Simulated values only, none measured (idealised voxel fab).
Proc. module: voxel air gaps
Cross-section cut: width 215 nm, square cells of 5 nm.
Cross-section spec: square-cell grid; bands listed top down; each band is one or more rows.
This entry defines a band. It first specifies the height of the band's top and the height of its bottom in nm, and then specifies the band's materials from left to right, stating each material with its width in nm. The word "all across" identifies a single material that fills the band from edge to edge, while the word "empty" identifies empty space.
The reference from which all heights are counted is 0, the level beneath which the as-received wafer is entirely one material; the lowest band, having no lower bound, proceeds downward and is written after the example "0 down".
Quick explanation for "30 to 40": the width changes in equal steps down the rows of cells, from the first number in the band's top row to the second number in its bottom row.
The cross-section has no changed cell in any step marked "nothing changed".
Entry "Voids, sealed". Content: empty spaces with no open connection to the top, size 8 cells or greater. Each: width x height at distance. Distance: from left edge. Unit: nm.
Past the settings on a step's line: simulator remark, on that step.
A step's line can hold "overlay nm"; with a mask on that step, the setting says how far right of the planned place the mask lay, while a negative setting says it lay to the left.
So here's the lineup of process steps we planned:
1) RECEIVE,material Si
2) CONFORMAL_DEP,material SiO2,thk nm 5
3) CONFORMAL_DEP,material SiN,thk nm 5
4) DIRECTIONAL_DEP,material SiO2,thk nm 40
5) MASKED_ETCH,tone open,mask id LINES,width nm 25,pitch nm 55,etch materials SiO2,depth nm 40,overlay nm 0
6) CONFORMAL_DEP,material TiN,thk nm 5
7) FILL_DEP,material Cu,thk nm 5
8) CMP,height nm 60
9) EPI,material Ru,thk nm 10
10) SELECTIVE_ETCH,etch materials SiO2,depth nm 50
11) CONFORMAL_DEP,material SiCN,thk nm 5
The plan's step 2 thk nm is the first wafer's value; the wafers differ in this setting and start identical.
Received wafers, first of several: cross-section after step 1:
* 0 down: Si all across
* Voids, sealed: none
Heads up, this table goes wafer by wafer. A row tells you, at the end of the module, how many cells of each material that wafer has put on (+) or dropped (-) since it was received, and then its closed voids:
thk nm 5 | +115 Cu | +86 Ru | +43 SiCN | +43 SiN | +267 SiO2 | +91 TiN | Voids, sealed: none
thk nm 10 | +72 Cu | +86 Ru | +43 SiCN | +43 SiN | +310 SiO2 | +91 TiN | Voids, sealed: none
thk nm 15 | +63 Cu | +54 Ru | +127 SiCN | +43 SiN | +129 SiO2 | +57 TiN | Voids, sealed: 20 x 30 at 70; 20 x 30 at 125
thk nm 20 | +54 Cu | +54 Ru | +121 SiCN | +43 SiN | +172 SiO2 | +51 TiN | Voids, sealed: 20 x 25 at 70; 20 x 25 at 125
thk nm 25 | +45 Cu | +54 Ru | +115 SiCN | +43 SiN | +215 SiO2 | +45 TiN | Voids, sealed: 20 x 20 at 70; 20 x 20 at 125
thk nm 30 | +36 Cu | +54 Ru | +109 SiCN | +43 SiN | +258 SiO2 | +39 TiN | Voids, sealed: 20 x 15 at 70; 20 x 15 at 125
